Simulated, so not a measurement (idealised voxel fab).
Title: Process Module voxel tone inversion
Square cells of 5 nm make up the cross-section cut, whose width is 215 nm.
Cross-section = grid of square cells, listed top down in bands; band = one or more rows.
What a band's entry tells you: where the top is and where the bottom is, as heights in nm, and after that what lies inside, material by material from left to right, each with its width in nm. Empty space is written as the word "air", and a single material marked with the word "edge to edge" occupies the band from edge to edge.
All heights in this document are referenced to 0, defined as the level beneath which the wafer, as received, consists entirely of one material. The lowest band is not bounded below; it extends indefinitely downward and is written in the form "z 0 and below".
You'd read "30 to 40" like this: the band's top row of cells is as wide as the first number, its bottom row is as wide as the second, and going down, every row changes width by the same amount as the row before did.
"nothing different" for a step: no cell of the cross-section changed in that step.
This entry, "Internal closed voids", enumerates those empty regions of no fewer than 8 cells that possess no open connection to the top. Each region is reported in the form width x height at distance, the distance being taken from the left edge, with all three quantities expressed in nm.
Whatever follows a step's settings on its line is a remark the simulator itself makes about that step.
On any step carrying a mask, the "overlay nm" setting, if present on the step's line, tells how far right of its planned place the mask lay; negative values point to the left.
plan:
| 1 | RECEIVE | material Si |
| 2 | CONFORMAL_DEP | material SiN | thk nm 10 |
| 3 | DIRECTIONAL_DEP | material polySi | thk nm 25 |
| 4 | PATTERN | tone cover | mask id POSTS | material resist | width nm 20 | pitch nm 50 | thk nm 35 | overlay nm 0 |
| 5 | DIRECTIONAL_ETCH | etch materials polySi | depth nm 25 |
| 6 | STRIP | etch materials resist |
| 7 | FILL_DEP | material lowk | thk nm 5 |
| 8 | CMP | height nm 35 |
| 9 | STRIP | etch materials polySi |
| 10 | CONFORMAL_DEP | material TiN | thk nm 5 |
| 11 | FILL_DEP | material Ru | thk nm 10 |
| 12 | CMP | height nm 35 |
| 13 | CONFORMAL_DEP | material SiCN | thk nm 5 |
First wafer out of two, processed as planned:
Incoming wafer in cross-section (state: after step 1):
> z 0 and below: Si edge to edge
> Internal closed voids: none
The following cross-section depicts the wafer upon completion of step 2:
> z 10 to 0: SiN edge to edge
> Heights below 0 show no change.
The following cross-section depicts the wafer upon completion of step 3:
> z 35 to 10: polySi edge to edge
> Heights below 10 show no change.
The following cross-section depicts the wafer upon completion of step 4:
> z 70 to 35: 45 nm air  20 nm resist  30 nm air  20 nm resist  30 nm air  20 nm resist  50 nm air
> Heights below 35 show no change.
The following cross-section depicts the wafer upon completion of step 5:
> z 70 to 35: 45 nm air  20 nm resist  30 nm air  20 nm resist  30 nm air  20 nm resist  50 nm air
> z 35 to 10: 45 nm air  20 nm polySi  30 nm air  20 nm polySi  30 nm air  20 nm polySi  50 nm air
> Heights below 10 show no change.
The following cross-section depicts the wafer upon completion of step 6:
> z 35 to 10: 45 nm air  20 nm polySi  30 nm air  20 nm polySi  30 nm air  20 nm polySi  50 nm air
> Heights below 10 show no change.
The following cross-section depicts the wafer upon completion of step 7:
> z 40 to 35: lowk edge to edge
> z 35 to 10: 45 nm lowk  20 nm polySi  30 nm lowk  20 nm polySi  30 nm lowk  20 nm polySi  50 nm lowk
> Heights below 10 show no change.
The following cross-section depicts the wafer upon completion of step 8:
> z 35 to 10: 45 nm lowk  20 nm polySi  30 nm lowk  20 nm polySi  30 nm lowk  20 nm polySi  50 nm lowk
> Heights below 10 show no change.
The following cross-section depicts the wafer upon completion of step 9:
> z 35 to 10: 45 nm lowk  20 nm air  30 nm lowk  20 nm air  30 nm lowk  20 nm air  50 nm lowk
> Heights below 10 show no change.
The following cross-section depicts the wafer upon completion of step 10:
> z 40 to 35: 50 nm TiN  10 nm air  40 nm TiN  10 nm air  40 nm TiN  10 nm air  55 nm TiN
> z 35 to 15: 45 nm lowk  5 nm TiN  10 nm air  5 nm TiN  30 nm lowk  5 nm TiN  10 nm air  5 nm TiN  30 nm lowk  5 nm TiN  10 nm air  5 nm TiN  50 nm lowk
> z 15 to 10: 45 nm lowk  20 nm TiN  30 nm lowk  20 nm TiN  30 nm lowk  20 nm TiN  50 nm lowk
> Heights below 10 show no change.
The following cross-section depicts the wafer upon completion of step 11:
> z 50 to 40: Ru edge to edge
> z 40 to 35: 50 nm TiN  10 nm Ru  40 nm TiN  10 nm Ru  40 nm TiN  10 nm Ru  55 nm TiN
> z 35 to 15: 45 nm lowk  5 nm TiN  10 nm Ru  5 nm TiN  30 nm lowk  5 nm TiN  10 nm Ru  5 nm TiN  30 nm lowk  5 nm TiN  10 nm Ru  5 nm TiN  50 nm lowk
> Heights below 15 show no change.
The following cross-section depicts the wafer upon completion of step 12:
> z 35 to 15: 45 nm lowk  5 nm TiN  10 nm Ru  5 nm TiN  30 nm lowk  5 nm TiN  10 nm Ru  5 nm TiN  30 nm lowk  5 nm TiN  10 nm Ru  5 nm TiN  50 nm lowk
> Heights below 15 show no change.
The following cross-section depicts the wafer upon completion of step 13:
> z 40 to 35: SiCN edge to edge
> Heights below 35 show no change.
Okay, second wafer. Nothing different at the start, nothing different in the plan, just one mistake somewhere in the running. As far as step 11, counting that step, it's the first wafer all over again:
Second wafer: cross-section at the scheduled end of step 12: nothing different
Second wafer: cross-section at the scheduled end of step 13:
> z 55 to 50: SiCN edge to edge
> Heights below 50 show no change.
Short version of what went wrong: skipped: plan step 12 (never run)
Count the cells at the end and the second wafer has more or fewer of some materials than the first: 92 more of Ru | 37 more of TiN
